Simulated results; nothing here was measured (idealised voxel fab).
Herein follows the process module entitled voxel released beams.
Xsec cut, 170 nm wide, square cell size 5 nm.
Cross-section layout: square cells on a grid; listed as bands, top to bottom; a band spans one or more cell rows. What a band's entry tells you: where the top is and where the bottom is, as heights in nm, and after that what lies inside, material by material from left to right, each with its width in nm. Empty space is written as the word "air", and a single material marked with the word "edge to edge" occupies the band from edge to edge. Height reference: 0 = level under which incoming wafer is all one material. Lowest band: no bottom, runs on downward, e.g. "0 nm and below". A two-number width, for instance "30->40", indicates that the width is equal to the first number in the top row of the band and to the second number in the bottom row, and that it changes by a constant amount per row of cells. The cross-section has no changed cell in any step marked "no alterations made". Under "Sealed internal cavities" you'll find the enclosed gaps, the ones with no way out to the top, that are 8 cells or bigger; each reads width x height at distance, with distance counted from the left edge, everything in nm. What comes after the settings on a step's line is commentary from the simulator itself on that step. Regarding "overlay nm": on a step with a mask, it is the distance the mask lay to the right of its planned place; a negative value places it to the left.
This section lists the process steps that were planned
1 RECEIVE | material Si
2 CONFORMAL_DEP | material Al2O3 | thk nm 10
3 DIRECTIONAL_DEP | material SiO2 | thk nm 20
4 PATTERN | tone open | mask id ANCHOR | material resist | width nm 30 | thk nm 20 | overlay nm 0
5 DIRECTIONAL_ETCH | etch materials SiO2 | depth nm 20
6 STRIP | etch materials resist
7 CONFORMAL_DEP | material W | thk nm 10
8 PATTERN | tone cover | mask id BEAM | material resist | width nm 75 | thk nm 15 | overlay nm 0
9 DIRECTIONAL_ETCH | etch materials W | depth nm 10
10 STRIP | etch materials resist
11 STRIP | etch materials SiO2
So, the first of our two wafers, run just as we planned it
Cross-section: wafer on arrival = after step 1
0 nm and below = Si edge to edge
Sealed internal cavities: none
Wafer section view after processing step 2
10 nm to 0 nm = Al2O3 edge to edge
For the remainder of the cross-section, below 0, there is no change.
Wafer section view after processing step 3
30 nm to 10 nm = SiO2 edge to edge
For the remainder of the cross-section, below 10, there is no change.
Wafer section view after processing step 4
50 nm to 30 nm = resist: 50 / air: 30 / resist: 90
For the remainder of the cross-section, below 30, there is no change.
Wafer section view after processing step 5
50 nm to 30 nm = resist: 50 / air: 30 / resist: 90
30 nm to 10 nm = SiO2: 50 / air: 30 / SiO2: 90
For the remainder of the cross-section, below 10, there is no change.
Wafer section view after processing step 6
30 nm to 10 nm = SiO2: 50 / air: 30 / SiO2: 90
For the remainder of the cross-section, below 10, there is no change.
Wafer section view after processing step 7
40 nm to 30 nm = W: 60 / air: 10 / W: 100
30 nm to 20 nm = SiO2: 50 / W: 10 / air: 10 / W: 10 / SiO2: 90
20 nm to 10 nm = SiO2: 50 / W: 30 / SiO2: 90
For the remainder of the cross-section, below 10, there is no change.
Wafer section view after processing step 8
55 nm to 40 nm = air: 45 / resist: 75 / air: 50
40 nm to 30 nm = W: 60 / resist: 10 / W: 100
30 nm to 20 nm = SiO2: 50 / W: 10 / resist: 10 / W: 10 / SiO2: 90
For the remainder of the cross-section, below 20, there is no change.
Wafer section view after processing step 9
55 nm to 40 nm = air: 45 / resist: 75 / air: 50
40 nm to 30 nm = air: 45 / W: 15 / resist: 10 / W: 50 / air: 50
For the remainder of the cross-section, below 30, there is no change.
Wafer section view after processing step 10
40 nm to 30 nm = air: 45 / W: 15 / air: 10 / W: 50 / air: 50
30 nm to 20 nm = SiO2: 50 / W: 10 / air: 10 / W: 10 / SiO2: 90
For the remainder of the cross-section, below 20, there is no change.
Wafer section view after processing step 11
40 nm to 30 nm = air: 45 / W: 15 / air: 10 / W: 50 / air: 50
30 nm to 20 nm = air: 50 / W: 10 / air: 10 / W: 10 / air: 90
20 nm to 10 nm = air: 50 / W: 30 / air: 90
For the remainder of the cross-section, below 10, there is no change.
Wafer two. Same start, same plan, one slip in execution. Same as wafer one through step 2, inclusive
Planned end of step 3: second wafer, cross-section
30 nm to 10 nm = W edge to edge
For the remainder of the cross-section, below 10, there is no change.
Planned end of step 4: second wafer, cross-section
50 nm to 30 nm = resist: 50 / air: 30 / resist: 90
For the remainder of the cross-section, below 30, there is no change.
Planned end of step 5: second wafer, cross-section: no alterations made
Planned end of step 6: second wafer, cross-section
30 nm to 10 nm = W edge to edge
For the remainder of the cross-section, below 10, there is no change.
Planned end of step 7: second wafer, cross-section
40 nm to 10 nm = W edge to edge
For the remainder of the cross-section, below 10, there is no change.
Planned end of step 8: second wafer, cross-section
55 nm to 40 nm = air: 45 / resist: 75 / air: 50
For the remainder of the cross-section, below 40, there is no change.
Planned end of step 9: second wafer, cross-section
55 nm to 40 nm = air: 45 / resist: 75 / air: 50
40 nm to 30 nm = air: 45 / W: 75 / air: 50
For the remainder of the cross-section, below 30, there is no change.
Planned end of step 10: second wafer, cross-section
40 nm to 30 nm = air: 45 / W: 75 / air: 50
For the remainder of the cross-section, below 30, there is no change.
Planned end of step 11: second wafer, cross-section: no alterations made
What went wrong in running the wafer? so step 3 ended up running with a different setting than we planned, it ran as DIRECTIONAL_DEP | material W | thk nm 20
Final cells, second wafer relative to first, materials higher or lower: W +120
